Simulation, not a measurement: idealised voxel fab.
A process module follows: voxel tone inversion.
cross-section cut | 205 nm wide | cells 5 nm
The cross-sections in this document take the form of a grid made of square cells. They are written out as bands, in order from top to bottom. Each band consists of one or more rows of cells.
Quick guide to a band line: top height, bottom height (nm) up front; then every material left to right with its width in nm. Only one material and it's marked "all across"? Then it fills the band edge to edge. And "blank" just means empty space.
Ref level 0: as-received wafer is one material below here. Bottom band extends down with no lower bound ("top 0, no bottom").
The two numbers in a width such as "30->40" mark its ends across the band: the first belongs to the top row of cells, the second to the bottom row, and from each row to the next the width moves by the same amount.
Take "no alterations made" at face value: in the step it is given for, the cross-section changed in none of its cells.
The list in "Non-vented voids" covers empty spaces of 8 cells or more that cannot reach the top through any open way, and it gives each as width x height at distance; the distance is from the left edge, and width, height and distance are in nm.
On a step's line, text after the settings is the simulator commenting on that step.
For masked steps, "overlay nm" on the step line gives how far right of plan the mask actually lay; a minus sign means it lay to the left.

plan:
1) RECEIVE | material Si
2) CONFORMAL_DEP | material SiCN | thk nm 5
3) DIRECTIONAL_DEP | material aC | thk nm 25
4) PATTERN | tone cover | mask id POSTS | material resist | width nm 15 | pitch nm 40 | thk nm 35 | overlay nm 0
5) DIRECTIONAL_ETCH | etch materials aC | depth nm 25
6) STRIP | etch materials resist
7) FILL_DEP | material lowk | thk nm 10
8) CMP | height nm 30
9) STRIP | etch materials aC
10) CONFORMAL_DEP | material TiN | thk nm 5
11) FILL_DEP | material Cu | thk nm 5
12) CMP | height nm 30
13) CONFORMAL_DEP | material SiN | thk nm 5
The wafers are alike at the start. At step 4, their width nm differs. The plan lists the first wafer's value.

First of several wafers, received after step 1, in cross-section:
* top 0, no bottom  Si all across
* Non-vented voids: none

First of several wafers: cross-section at the end of the module, after step 13, its last step:
* top 35, bottom 30  SiN all across
* top 30, bottom 10  35 nm lowk | 5 nm TiN | 5 nm Cu | 5 nm TiN | 25 nm lowk | 5 nm TiN | 5 nm Cu | 5 nm TiN | 25 nm lowk | 5 nm TiN | 5 nm Cu | 5 nm TiN | 25 nm lowk | 5 nm TiN | 5 nm Cu | 5 nm TiN | 35 nm lowk
* top 10, bottom 5  35 nm lowk | 15 nm TiN | 25 nm lowk | 15 nm TiN | 25 nm lowk | 15 nm TiN | 25 nm lowk | 15 nm TiN | 35 nm lowk
* top 5, bottom 0  SiCN all across
* top 0, no bottom  Si all across
* Non-vented voids: none

At the end of the module, the last of several wafers in cross-section:
* top 35, bottom 30  SiN all across
* top 30, bottom 10  30 nm lowk | 5 nm TiN | 15 nm Cu | 5 nm TiN | 15 nm lowk | 5 nm TiN | 15 nm Cu | 5 nm TiN | 15 nm lowk | 5 nm TiN | 15 nm Cu | 5 nm TiN | 15 nm lowk | 5 nm TiN | 15 nm Cu | 5 nm TiN | 30 nm lowk
* top 10, bottom 5  30 nm lowk | 25 nm TiN | 15 nm lowk | 25 nm TiN | 15 nm lowk | 25 nm TiN | 15 nm lowk | 25 nm TiN | 30 nm lowk
* top 5, bottom 0  SiCN all across
* top 0, no bottom  Si all across
* Non-vented voids: none

For your reference, the table is organized with a row per wafer; each row reflects the wafer at the end of the module, indicating for each material the cells gained (+) or lost (-) since receipt, and thereafter its closed voids:
width nm 15; +16 Cu; +41 SiCN; +41 SiN; +44 TiN; +145 lowk; Non-vented voids: none
width nm 20; +32 Cu; +41 SiCN; +41 SiN; +48 TiN; +125 lowk; Non-vented voids: none
width nm 25; +48 Cu; +41 SiCN; +41 SiN; +52 TiN; +105 lowk; Non-vented voids: none
